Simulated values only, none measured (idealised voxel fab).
The name of this process module is voxel released beams.
255 nm wide, 5 nm square cells: that's cross-section cut.
Cross-sections here: square-cell grids, written as top-down lists of bands, a band being one or more rows of cells.
Top, bottom (nm), then materials left to right with widths (nm); lone material tagged "full width" fills the whole band edge to edge; "empty" = empty space.
The level at which height equals 0 is the one under which the wafer, as it arrives, is entirely one material. No lower edge exists for the bottom band, which continues downward and is notated as in "0 down".
The expression "30..40" gives the width at the extremes of the band, the first number at its top row of cells and the second at its bottom row, with the width changing by equal amounts from each row to the next in between.
"no alterations made" means the step left every cell of the cross-section as it was.
Entry "Unvented voids" = empty spaces >= 8 cells with no open way to the top; each as width x height at distance, distance from left edge, all nm.
Step line, after settings: the simulator's comment on this step.
If you see "overlay nm" on a step's line and that step has a mask, it's telling you how far right of where it was planned the mask ended up; a negative number means it went left instead.

[This section lists the process steps that were planned]
- 1: RECEIVE: material Si
- 2: CONFORMAL_DEP: material SiN, thk nm 5
- 3: DIRECTIONAL_DEP: material SiO2, thk nm 20
- 4: MASKED_ETCH: tone open, mask id ANCHOR, width nm 35, etch materials SiO2, depth nm 20, overlay nm 0
- 5: CONFORMAL_DEP: material W, thk nm 10
- 6: DIRECTIONAL_DEP: material aC, thk nm 15
- 7: PATTERN: tone cover, mask id BEAM, material resist, width nm 85, thk nm 30, overlay nm 0
- 8: DIRECTIONAL_ETCH: etch materials aC, depth nm 15
- 9: STRIP: etch materials resist
- 10: DIRECTIONAL_ETCH: etch materials W, depth nm 10
- 11: STRIP: etch materials aC
- 12: STRIP: etch materials SiO2

[Cross-section of the incoming wafer, state after step 1]
> 0 down  Si full width
> Unvented voids: none

[Starting structure and process plan are as shown above, but one mistake was made in running the module; the wafer cross-section at the end of the module follows]
> 35 to 25  empty 80  W 50  empty 125
> 25 to 15  empty 75  W 10  SiO2 35  W 10  empty 125
> 15 to 5  empty 75  W 10  SiO2 35  W 45  empty 90
> 5 to 0  SiN full width
> 0 down  Si full width
> Unvented voids: none
What was done differently from what was planned? heads up, step 4 didn't go per plan, it actually ran as MASKED_ETCH: tone cover, mask id ANCHOR, width nm 35, etch materials SiO2, depth nm 20, overlay nm 0
